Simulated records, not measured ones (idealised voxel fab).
The following process module bears the name voxel tone inversion.
FYI the section here is cut, 240 nm wide, cells are 5 nm squares.
Cross-section format: a grid of square cells, given as bands from top to bottom; each band is one or more rows of cells.
Band entry format. Leading values: height of top, height of bottom, nm. Remainder: materials in left-to-right order, each with its width in nm. Special words: "all across" on a single material, which then fills the band edge to edge; "empty", empty space.
Height is counted from the level 0, under which the received wafer is composed throughout of one material. The lowest of the bands is not closed at the bottom but continues downward, in the notation "from 0 down".
You'd read "30->40" like this: the band's top row of cells is as wide as the first number, its bottom row is as wide as the second, and going down, every row changes width by the same amount as the row before did.
Step note "identical to before" = no cross-section cell changed.
Closed-off voids of 8+ cells (no open route to the top) go in "Closed empty spaces", written width x height at distance from the left edge, in nm.
Past the settings on a step's line: simulator remark, on that step.
When a step includes a mask, the "overlay nm" setting on its line states how far to the right of its planned place that mask lay, and negative values state how far to the left.

# This section lists the process steps that were planned
1. RECEIVE (material Si)
2. CONFORMAL_DEP (material SiN; thk nm 5)
3. DIRECTIONAL_DEP (material polySi; thk nm 20)
4. PATTERN (tone cover; mask id POSTS; material resist; width nm 15; pitch nm 45; thk nm 25; overlay nm 0)
5. DIRECTIONAL_ETCH (etch materials polySi; depth nm 20)
6. STRIP (etch materials resist)
7. FILL_DEP (material lowk; thk nm 10)
8. CMP (height nm 25)
9. STRIP (etch materials polySi)
10. CONFORMAL_DEP (material TiN; thk nm 5)
11. FILL_DEP (material Cu; thk nm 10)
12. CMP (height nm 25)
13. CONFORMAL_DEP (material SiCN; thk nm 5)
Wafer-to-wafer difference: width nm, step 4. Common start. Plan = first wafer's value.

# Cut through the first of several wafers as received, post step 1
	from 0 down: Si all across
	Closed empty spaces: none

# Wafer rows, end of module: cells per material gained (+) or lost (-) since receipt; closed voids last
width nm 15; +12 Cu; +48 SiCN; +48 SiN; +36 TiN; +144 lowk; Closed empty spaces: none
width nm 20; +24 Cu; +48 SiCN; +48 SiN; +40 TiN; +128 lowk; Closed empty spaces: none
width nm 25; +36 Cu; +48 SiCN; +48 SiN; +44 TiN; +112 lowk; Closed empty spaces: none
width nm 30; +48 Cu; +48 SiCN; +48 SiN; +48 TiN; +96 lowk; Closed empty spaces: none
